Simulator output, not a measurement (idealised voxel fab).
Process module, titled voxel plated lines
Shown is cross-section cut, with a width of 200 nm and square cells of size 5 nm.
In this document a cross-section is written as a grid of square cells. It is given as a series of bands, listed from the top down, and a band is one or more rows of cells. In this notation a band is specified by the heights of its top and bottom, in that order and in nm, after which its materials appear from left to right, each paired with its width in nm. The word "throughout" attached to a single material means that material fills the band from edge to edge; the word "empty" stands for empty space. Height datum 0, below which the as-received substrate wafer is one material. Lowest band open at the bottom, running downward: "z 0 and below". The width entry "30->40" should be interpreted row by row: the top row of cells in the band takes the first number, the bottom row takes the second number, and the change between adjacent rows is uniform throughout. "no alteration" -> step changed no cross-section cell. "Sealed voids" lists enclosed empty spaces (at least 8 cells, no open path upward to the top), each as width x height at distance from the left edge, in nm. Note: text after step settings on the step line = simulator remark on that step. A step line may carry the setting "overlay nm", which, for steps involving a mask, states the distance by which the mask lay to the right of its intended position; negative values denote displacement to the left.

Listed below are the process steps as planned
1: RECEIVE with material Si
2: CONFORMAL_DEP with material SiN, thk nm 5
3: DIRECTIONAL_DEP with material TiN, thk nm 5
4: PATTERN with tone open, mask id LINES, material resist, width nm 25, pitch nm 45, thk nm 35, overlay nm 0
5: EPI with material Ru, thk nm 5
6: EPI with material Ru, thk nm 5
7: EPI with material Ru, thk nm 10
8: STRIP with etch materials resist
9: DIRECTIONAL_ETCH with etch materials TiN, depth nm 5
10: CONFORMAL_DEP with material SiO2, thk nm 10

Wafer as received: cross-section following step 1
- z 0 and below: Si throughout
- Sealed voids: none

Cross-section at module end, one run error; start and plan unchanged from above
- z 40 to 30: 35 empty / 35 SiO2 / 10 empty / 35 SiO2 / 10 empty / 35 SiO2 / 40 empty
- z 30 to 15: 35 empty / 10 SiO2 / 15 Ru / 10 SiO2 / 10 empty / 10 SiO2 / 15 Ru / 10 SiO2 / 10 empty / 10 SiO2 / 15 Ru / 10 SiO2 / 40 empty
- z 15 to 10: 45 SiO2 / 15 Ru / 30 SiO2 / 15 Ru / 30 SiO2 / 15 Ru / 50 SiO2
- z 10 to 5: 45 SiO2 / 15 TiN / 30 SiO2 / 15 TiN / 30 SiO2 / 15 TiN / 50 SiO2
- z 5 to 0: SiN throughout
- z 0 and below: Si throughout
- Sealed voids: none
Plan not followed: planned and actual differ for step 4; actual: PATTERN with tone open, mask id LINES, material resist, width nm 15, pitch nm 45, thk nm 35, overlay nm 0
